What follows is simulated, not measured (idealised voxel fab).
Process module heading - voxel capacitor over wiring
Section cut is 165 nm wide and gridded with 5 nm square cells.
How to read a cross-section here: the picture is a grid of square cells, written as bands going from the top down, and any band can span one or more rows of cells.
Heads up on the band format: heights come first, top then bottom, in nm. After that it's the materials left to right, each with its width in nm. A single material flagged "full width" fills the whole band edge to edge, and "empty" means there's empty space there.
Height datum 0, below which the as-received substrate wafer is one material. Lowest band open at the bottom, running downward: "0..down".
Top row gets the first number, bottom row gets the second, and each row in between changes by the same step: that is how a band width like "30 to 40" works.
Reading "nothing changed" for a step: not a cell of the cross-section changed in it.
Closed empty spaces (no open way to the top) of 8 cells or more are what "Sealed void listing" lists, each as width x height at distance from the left edge, nm for all three.
Past the settings on a step's line: simulator remark, on that step.
The line of a step may include "overlay nm". On a step with a mask, this value is how far to the right of its planned place the mask lay. A negative value means the mask lay to the left.

Process steps - plan:
1: op RECEIVE | material Si
2: op CONFORMAL_DEP | material SiO2 | thk nm 10
3: op DIRECTIONAL_DEP | material TiN | thk nm 5
4: op DIRECTIONAL_DEP | material Ru | thk nm 25
5: op DIRECTIONAL_DEP | material aC | thk nm 15
6: op PATTERN | tone cover | mask id METAL_1 | material resist | width nm 20 | pitch nm 75 | thk nm 35 | overlay nm 0
7: op DIRECTIONAL_ETCH | etch materials aC | depth nm 15
8: op STRIP | etch materials resist
9: op DIRECTIONAL_ETCH | etch materials Ru | depth nm 25
10: op DIRECTIONAL_ETCH | etch materials TiN | depth nm 5
11: op STRIP | etch materials aC
12: op FILL_DEP | material SiO2 | thk nm 10
13: op CMP | height nm 40
14: op CONFORMAL_DEP | material SiCN | thk nm 5
15: op DIRECTIONAL_DEP | material SiO2 | thk nm 20
16: op DIRECTIONAL_DEP | material aC | thk nm 15
17: op PATTERN | tone open | mask id PLUG_1 | material resist | width nm 15 | thk nm 30 | overlay nm 0
18: op DIRECTIONAL_ETCH | etch materials aC | depth nm 15
19: op STRIP | etch materials resist
20: op DIRECTIONAL_ETCH | etch materials SiO2 | depth nm 20
21: op DIRECTIONAL_ETCH | etch materials SiCN | depth nm 5
22: op STRIP | etch materials aC
23: op EPI | material Ru | thk nm 10
24: op EPI | material Ru | thk nm 10
25: op EPI | material Ru | thk nm 5
26: op DIRECTIONAL_DEP | material TiN | thk nm 5
27: op DIRECTIONAL_DEP | material HfO2 | thk nm 5
28: op DIRECTIONAL_DEP | material TiN | thk nm 10
29: op MASKED_ETCH | tone cover | mask id UPPER_PLATE | width nm 60 | etch materials TiN | depth nm 10 | overlay nm 0
30: op MASKED_ETCH | tone cover | mask id UPPER_PLATE | width nm 60 | etch materials HfO2 | depth nm 5 | overlay nm 0
31: op MASKED_ETCH | tone cover | mask id LOWER_PLATE | width nm 70 | etch materials TiN | depth nm 5 | overlay nm 0
32: op FILL_DEP | material SiO2 | thk nm 20
33: op CMP | height nm 100
34: op MASKED_ETCH | tone open | mask id PLUG_2 | width nm 15 | etch materials SiO2 | depth nm 15 | overlay nm 0
35: op CONFORMAL_DEP | material TiN | thk nm 5
36: op FILL_DEP | material Cu | thk nm 10
37: op CMP | height nm 100
38: op CONFORMAL_DEP | material SiN | thk nm 5

Cross-section of the wafer upon arrival, representing the state reached after step 1:
	0..down  Si full width
	Sealed void listing: none

Module complete - cross-section of the first of two wafers, run according to plan:
	105..100  SiN full width
	100..90  SiO2 (50), TiN (5), Cu (5), TiN (5), SiO2 (100)
	90..85  SiO2 (50), TiN (15), SiO2 (100)
	85..75  SiO2 (40), TiN (60), SiO2 (65)
	75..70  SiO2 (40), HfO2 (60), SiO2 (65)
	70..65  SiO2 (35), TiN (70), SiO2 (60)
	65..45  SiO2 (40), Ru (15), SiO2 (110)
	45..40  SiCN (40), Ru (15), SiCN (110)
	40..15  SiO2 (35), Ru (20), SiO2 (55), Ru (20), SiO2 (35)
	15..10  SiO2 (35), TiN (20), SiO2 (55), TiN (20), SiO2 (35)
	10..0  SiO2 full width
	0..down  Si full width
	Sealed void listing: none

second wafer at the end: like start, like plan, one mistake:
	120..115  SiN full width
	115..105  Cu full width
	105..100  TiN (55), Cu (5), TiN (105)
	100..90  SiO2 (50), TiN (5), Cu (5), TiN (5), SiO2 (100)
	90..85  SiO2 (50), TiN (15), SiO2 (100)
	85..75  SiO2 (40), TiN (60), SiO2 (65)
	75..70  SiO2 (40), HfO2 (60), SiO2 (65)
	70..65  SiO2 (35), TiN (70), SiO2 (60)
	65..45  SiO2 (40), Ru (15), SiO2 (110)
	45..40  SiCN (40), Ru (15), SiCN (110)
	40..15  SiO2 (35), Ru (20), SiO2 (55), Ru (20), SiO2 (35)
	15..10  SiO2 (35), TiN (20), SiO2 (55), TiN (20), SiO2 (35)
	10..0  SiO2 full width
	0..down  Si full width
	Sealed void listing: none
Diagnosis: yeah, step 37 of the plan got skipped, never ran
Upon completion, the second wafer contains, in terms of cells, a greater or smaller amount of certain materials than the first wafer: Cu: 67 more, TiN: 32 more
